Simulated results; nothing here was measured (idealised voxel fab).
A process module follows: voxel wiring stack.
Square cells of 5 nm make up the cross-section cut, whose width is 245 nm.
Format of a cross-section: grid, square cells. Given as bands. Order: top down. Band: one or more rows of cells.
Band: top height; bottom height; in nm. Then, left to right: material with width in nm, for each material. "all across": a single material spanning edge to edge. "blank": empty space.
Below 0: as-received wafer, all one material; heights counted from there. Lowest band: no bottom, goes on down, written "0..down".
With a width like "30..40", each row of cells in the band differs from the next by the same amount, the top row carrying the first number and the bottom row the second.
"stayed the same" -> step changed no cross-section cell.
Empty spaces counting at least 8 cells and having no open way to the top are listed in "Listed closed voids". The notation width x height at distance is used for each, the distance being from the left edge and all three values in nm.
Where a step's line continues beyond its settings, the continuation is a remark by the simulator itself on that step.
"overlay nm" denotes, for a step that has a mask, the displacement of the mask to the right of its planned place, with negative values corresponding to the left.
Listed below are the process steps as planned:
step 1: RECEIVE: material Si
step 2: CONFORMAL_DEP: material SiO2, thk nm 15
step 3: DIRECTIONAL_DEP: material TiN, thk nm 5
step 4: DIRECTIONAL_DEP: material Ru, thk nm 15
step 5: DIRECTIONAL_DEP: material aC, thk nm 15
step 6: PATTERN: tone cover, mask id METAL_1, material resist, width nm 30, pitch nm 50, thk nm 30, overlay nm 0
step 7: DIRECTIONAL_ETCH: etch materials aC, depth nm 15
step 8: STRIP: etch materials resist
step 9: DIRECTIONAL_ETCH: etch materials Ru, depth nm 15
step 10: DIRECTIONAL_ETCH: etch materials TiN, depth nm 5
step 11: STRIP: etch materials aC
step 12: FILL_DEP: material SiO2, thk nm 5
step 13: CMP: height nm 35
step 14: CONFORMAL_DEP: material SiCN, thk nm 5
step 15: DIRECTIONAL_DEP: material lowk, thk nm 30
step 16: PATTERN: tone open, mask id METAL_2, material resist, width nm 30, pitch nm 50, thk nm 15, overlay nm 0
step 17: DIRECTIONAL_ETCH: etch materials lowk, depth nm 15
step 18: STRIP: etch materials resist
step 19: PATTERN: tone open, mask id METAL_2_HOLES, material resist, width nm 15, pitch nm 50, thk nm 15, overlay nm 0
step 20: DIRECTIONAL_ETCH: etch materials lowk, depth nm 15
step 21: DIRECTIONAL_ETCH: etch materials SiCN, depth nm 5
step 22: STRIP: etch materials resist
step 23: CONFORMAL_DEP: material TiN, thk nm 5
step 24: FILL_DEP: material Cu, thk nm 10
step 25: CMP: height nm 70
step 26: CONFORMAL_DEP: material SiCN, thk nm 5
step 27: DIRECTIONAL_DEP: material lowk, thk nm 30
step 28: PATTERN: tone open, mask id METAL_3, material resist, width nm 30, pitch nm 50, thk nm 20, overlay nm -15
step 29: DIRECTIONAL_ETCH: etch materials lowk, depth nm 15
step 30: STRIP: etch materials resist
step 31: PATTERN: tone open, mask id METAL_3_HOLES, material resist, width nm 15, thk nm 15, overlay nm 0
step 32: DIRECTIONAL_ETCH: etch materials lowk, depth nm 15
step 33: DIRECTIONAL_ETCH: etch materials SiCN, depth nm 5
step 34: STRIP: etch materials resist
step 35: CONFORMAL_DEP: material TiN, thk nm 5
step 36: FILL_DEP: material Cu, thk nm 10
step 37: CMP: height nm 105
step 38: CONFORMAL_DEP: material SiN, thk nm 5
For this document, wafers share an identical start and vary in the step 28 overlay nm; the plan quotes the first wafer's value.
So this is the first of several wafers, cross-sectioned as it came to us, meaning it's at the end of step 1:
* 0..down | Si all across
* Listed closed voids: none
End of module, by wafer: material-by-material cell gain (+) or loss (-) since receipt, then closed voids:
overlay nm -15, +44 Cu, +36 Ru, +89 SiCN, +49 SiN, +295 SiO2, +76 TiN, +489 lowk, Listed closed voids: none
overlay nm -10, +44 Cu, +36 Ru, +89 SiCN, +49 SiN, +295 SiO2, +76 TiN, +489 lowk, Listed closed voids: none
overlay nm -5, +44 Cu, +36 Ru, +89 SiCN, +49 SiN, +295 SiO2, +76 TiN, +489 lowk, Listed closed voids: none
overlay nm 0, +44 Cu, +36 Ru, +89 SiCN, +49 SiN, +295 SiO2, +76 TiN, +489 lowk, Listed closed voids: none
overlay nm 5, +42 Cu, +36 Ru, +90 SiCN, +49 SiN, +295 SiO2, +77 TiN, +489 lowk, Listed closed voids: none
overlay nm 10, +44 Cu, +36 Ru, +91 SiCN, +49 SiN, +295 SiO2, +74 TiN, +489 lowk, Listed closed voids: none
overlay nm 15, +46 Cu, +36 Ru, +92 SiCN, +49 SiN, +295 SiO2, +71 TiN, +489 lowk, Listed closed voids: none
